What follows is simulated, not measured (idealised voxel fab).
process module | voxel gate over fins
cross-section cut | 235 nm wide | cells 5 nm
A cross-section is a grid of square cells, given in bands from the top down. A band is one or more rows of cells.
Each band's line starts with the height of the band's top and of its bottom, in nm. Then come its materials from left to right, each with its width in nm. One material with "throughout" fills the band from edge to edge. "air" is empty space.
Height 0 is the level under which the wafer as received is all one material. The lowest band goes on downwards, as in "0 down".
A width such as "30 to 40" changes by the same amount from each row of cells to the next, from the band's top row to its bottom row.
"no change" after a step means that no cell of the cross-section changed.
closed voids: empty space of 8 cells or more with no open way to the top, each as width x height at its distance from the left edge, in nm
after a step's settings: what the simulator itself notes on the step
overlay nm, on a step with a mask: how far to the right of its planned place the mask lay; to the left if negative
plan
1 op RECEIVE | material Si
2 op CONFORMAL_DEP | material SiN | thk nm 5
3 op PATTERN | tone cover | mask id FINS | material resist | width nm 15 | pitch nm 35 | thk nm 15 | overlay nm 0
4 op DIRECTIONAL_ETCH | etch materials SiN | depth nm 5
5 op DIRECTIONAL_ETCH | etch materials Si | depth nm 35
6 op STRIP | etch materials resist
7 op FILL_DEP | material SiO2 | thk nm 15
8 op CMP | height nm 5
9 op SELECTIVE_ETCH | etch materials SiO2 | depth nm 15
10 op STRIP | etch materials SiN
11 op CONFORMAL_DEP | material HfO2 | thk nm 5
12 op CONFORMAL_DEP | material TiN | thk nm 5
13 op CONFORMAL_DEP | material TiAl | thk nm 5
14 op CONFORMAL_DEP | material TiN | thk nm 5
15 op FILL_DEP | material W | thk nm 15
16 op CMP | height nm 30
17 op CONFORMAL_DEP | material SiCN | thk nm 5
as received, after step 1
  0 down: Si throughout
  closed voids: none
first wafer at the end, as planned
  35 to 30: SiCN throughout
  30 to 20: W throughout
  20 to 15: W 70 | TiN 90 | W 75
  15 to 10: W 70 | TiN 5 | TiAl 80 | TiN 5 | W 75
  10 to 5: TiN 75 | TiAl 5 | TiN 70 | TiAl 5 | TiN 80
  5 to 0: TiAl 80 | TiN 5 | HfO2 25 | TiN 10 | HfO2 25 | TiN 5 | TiAl 85
  0 to -5: TiN 85 | HfO2 5 | Si 15 | HfO2 5 | TiN 10 | HfO2 5 | Si 15 | HfO2 5 | TiN 90
  -5 to -10: HfO2 90 | Si 15 | HfO2 20 | Si 15 | HfO2 95
  -10 to -35: SiO2 90 | Si 15 | SiO2 20 | Si 15 | SiO2 95
  -35 down: Si throughout
  closed voids: none
second wafer at the end: like start, like plan, one mistake
  35 to 30: SiCN throughout
  30 to 20: W throughout
  20 to 15: W 70 | TiN 90 | W 75
  15 to 10: W 70 | TiN 5 | TiAl 80 | TiN 5 | W 75
  10 to 5: W 70 | TiN 5 | TiAl 5 | TiN 70 | TiAl 5 | TiN 5 | W 75
  5 to 0: W 70 | TiN 5 | TiAl 5 | TiN 5 | HfO2 25 | TiN 10 | HfO2 25 | TiN 5 | TiAl 5 | TiN 5 | W 75
  0 to -5: W 70 | TiN 5 | TiAl 5 | TiN 5 | HfO2 5 | Si 15 | HfO2 5 | TiN 10 | HfO2 5 | Si 15 | HfO2 5 | TiN 5 | TiAl 5 | TiN 5 | W 75
  -5 to -10: TiN 75 | TiAl 5 | TiN 5 | HfO2 5 | Si 15 | HfO2 5 | TiN 10 | HfO2 5 | Si 15 | HfO2 5 | TiN 5 | TiAl 5 | TiN 80
  -10 to -15: TiAl 80 | TiN 5 | HfO2 5 | Si 15 | HfO2 5 | TiN 10 | HfO2 5 | Si 15 | HfO2 5 | TiN 5 | TiAl 85
  -15 to -20: TiN 85 | HfO2 5 | Si 15 | HfO2 5 | TiN 10 | HfO2 5 | Si 15 | HfO2 5 | TiN 90
  -20 to -25: HfO2 90 | Si 15 | HfO2 20 | Si 15 | HfO2 95
  -25 to -35: SiO2 90 | Si 15 | SiO2 20 | Si 15 | SiO2 95
  -35 down: Si throughout
  closed voids: none
what went wrong: step 9 was run twice
at the end the second wafer has, in cells: 12 more of HfO2 | 123 fewer of SiO2 | 6 more of TiAl | 18 more of TiN | 87 more of W
